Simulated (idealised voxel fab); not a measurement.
Process module heading - voxel self aligned vias
Shown is cross-section cut, with a width of 285 nm and square cells of size 5 nm.
A cross-section is written here as square cells arranged in a grid, and it is given in bands from the top down, each band taking up one or more rows of cells.
For a band, the entry starts with two heights in nm, that of the top and then that of the bottom, and carries on with the band's materials in order from left to right, each alongside its width in nm; the word "edge to edge" beside a single material means it fills the band edge to edge, and "air" means empty space.
Height 0 is the level under which the wafer as received is all one material. The lowest band goes on downwards, as in "top 0, no bottom".
With a width like "30->40", each row of cells in the band differs from the next by the same amount, the top row carrying the first number and the bottom row the second.
Any step labelled "no change occurred" changed none of the cells in the cross-section.
Each empty space that has no open way to the top and spans at least 8 cells appears under "Completely enclosed voids" as width x height at distance, the distance counted from the left edge, all in nm.
Note: text after step settings on the step line = simulator remark on that step.
Each step line may optionally specify "overlay nm", which for a step with a mask gives the rightward distance between the mask's planned place and where it lay, a negative value indicating the leftward direction.

## The process steps that were planned are listed below
- 1: op RECEIVE | material Si
- 2: op CONFORMAL_DEP | material SiO2 | thk nm 10
- 3: op CONFORMAL_DEP | material SiCN | thk nm 5
- 4: op DIRECTIONAL_DEP | material lowk | thk nm 25
- 5: op MASKED_ETCH | tone open | mask id LINES | width nm 20 | pitch nm 45 | etch materials lowk | depth nm 25 | overlay nm 0
- 6: op CONFORMAL_DEP | material TiN | thk nm 5
- 7: op FILL_DEP | material W | thk nm 10
- 8: op CMP | height nm 40
- 9: op SELECTIVE_ETCH | etch materials W Ru TiN | depth nm 5
- 10: op FILL_DEP | material SiN | thk nm 5
- 11: op CMP | height nm 40
- 12: op DIRECTIONAL_DEP | material lowk | thk nm 20
- 13: op DIRECTIONAL_DEP | material aC | thk nm 10
- 14: op PATTERN | tone open | mask id VIAS | material resist | width nm 30 | pitch nm 90 | thk nm 30 | overlay nm 0
- 15: op DIRECTIONAL_ETCH | etch materials aC | depth nm 10
- 16: op STRIP | etch materials resist
- 17: op DIRECTIONAL_ETCH | etch materials lowk | depth nm 20
- 18: op DIRECTIONAL_ETCH | etch materials SiN | depth nm 5
- 19: op STRIP | etch materials aC
- 20: op CONFORMAL_DEP | material TiN | thk nm 5
- 21: op FILL_DEP | material Ru | thk nm 5
- 22: op CMP | height nm 60
- 23: op CONFORMAL_DEP | material SiCN | thk nm 5

## As-received wafer cross-section (after step 1)
> top 0, no bottom | Si edge to edge
> Completely enclosed voids: none

## End-of-module cross-section. Starting structure and process plan as above; one mistake made in running it
> top 65, bottom 60 | SiCN edge to edge
> top 60, bottom 40 | lowk 80, TiN 5, Ru 20, TiN 5, lowk 60, TiN 5, Ru 20, TiN 5, lowk 85
> top 40, bottom 35 | lowk 80, TiN 30, lowk 20, SiN 20, lowk 20, TiN 30, lowk 85
> top 35, bottom 20 | lowk 80, TiN 10, W 10, TiN 10, lowk 20, TiN 5, W 10, TiN 5, lowk 20, TiN 10, W 10, TiN 10, lowk 85
> top 20, bottom 15 | lowk 85, TiN 20, lowk 25, TiN 20, lowk 25, TiN 20, lowk 90
> top 15, bottom 10 | SiCN edge to edge
> top 10, bottom 0 | SiO2 edge to edge
> top 0, no bottom | Si edge to edge
> Completely enclosed voids: none
Error vs. plan: twice over, step 17 of the plan was run
